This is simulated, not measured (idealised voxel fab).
This is a process module. Its name is voxel lift off.
Section shown: cut. Width: 195 nm. Cell size: 5 nm, square.
Cross-section format: a grid of square cells, given as bands from top to bottom; each band is one or more rows of cells.
Band entry format. Leading values: height of top, height of bottom, nm. Remainder: materials in left-to-right order, each with its width in nm. Special words: "everywhere" on a single material, which then fills the band edge to edge; "blank", empty space.
Counting heights begins at 0, where everything beneath is, in the wafer as received, one material. The lowest band has no bottom; it goes on downwards, as "from 0 down" shows.
A two-number width, for instance "30 to 40", indicates that the width is equal to the first number in the top row of the band and to the second number in the bottom row, and that it changes by a constant amount per row of cells.
"no modifications" (step): cross-section cells unchanged, all of them.
Closed-off voids of 8+ cells (no open route to the top) go in "Closed void entries", written width x height at distance from the left edge, in nm.
That trailing text on a step's line, after the settings, is the simulator's own remark on the step.
overlay nm: for a step with a mask, the amount by which the mask lay right of where it was planned; a negative amount means left of it.

-- Planned process steps
| 1 | RECEIVE | material Si |
| 2 | CONFORMAL_DEP | material SiO2 | thk nm 10 |
| 3 | PATTERN | tone open | mask id LINES | material resist | width nm 20 | pitch nm 40 | thk nm 25 | overlay nm 0 |
| 4 | DIRECTIONAL_DEP | material Ru | thk nm 5 |
| 5 | STRIP | etch materials resist |
| 6 | CONFORMAL_DEP | material SiO2 | thk nm 10 |
Every wafer here starts from the same state; it is the step 4 thk nm that distinguishes them, and the value the plan gives belongs to the first wafer.

-- The first of several wafers, as received after step 1, seen in section
* from 0 down | Si everywhere
* Closed void entries: none

-- Cross-section, first of several wafers, end of module, after last step 6
* from 25 to 20 | 55 blank, 80 SiO2, 60 blank
* from 20 to 15 | SiO2 everywhere
* from 15 to 10 | 65 SiO2, 20 Ru, 20 SiO2, 20 Ru, 70 SiO2
* from 10 to 0 | SiO2 everywhere
* from 0 down | Si everywhere
* Closed void entries: none

-- Cross-section of the final wafer among several, taken at the end of the module
* from 40 to 30 | 55 blank, 80 SiO2, 60 blank
* from 30 to 20 | 55 blank, 10 SiO2, 20 Ru, 20 SiO2, 20 Ru, 10 SiO2, 60 blank
* from 20 to 10 | 65 SiO2, 20 Ru, 20 SiO2, 20 Ru, 70 SiO2
* from 10 to 0 | SiO2 everywhere
* from 0 down | Si everywhere
* Closed void entries: none

-- For your reference, the table is organized with a row per wafer; each row reflects the wafer at the end of the module, indicating for each material the cells gained (+) or lost (-) since receipt, and thereafter its closed voids
thk nm 5 | +8 Ru | +164 SiO2 | Closed void entries: none
thk nm 10 | +16 Ru | +172 SiO2 | Closed void entries: none
thk nm 15 | +24 Ru | +180 SiO2 | Closed void entries: none
thk nm 20 | +32 Ru | +188 SiO2 | Closed void entries: none
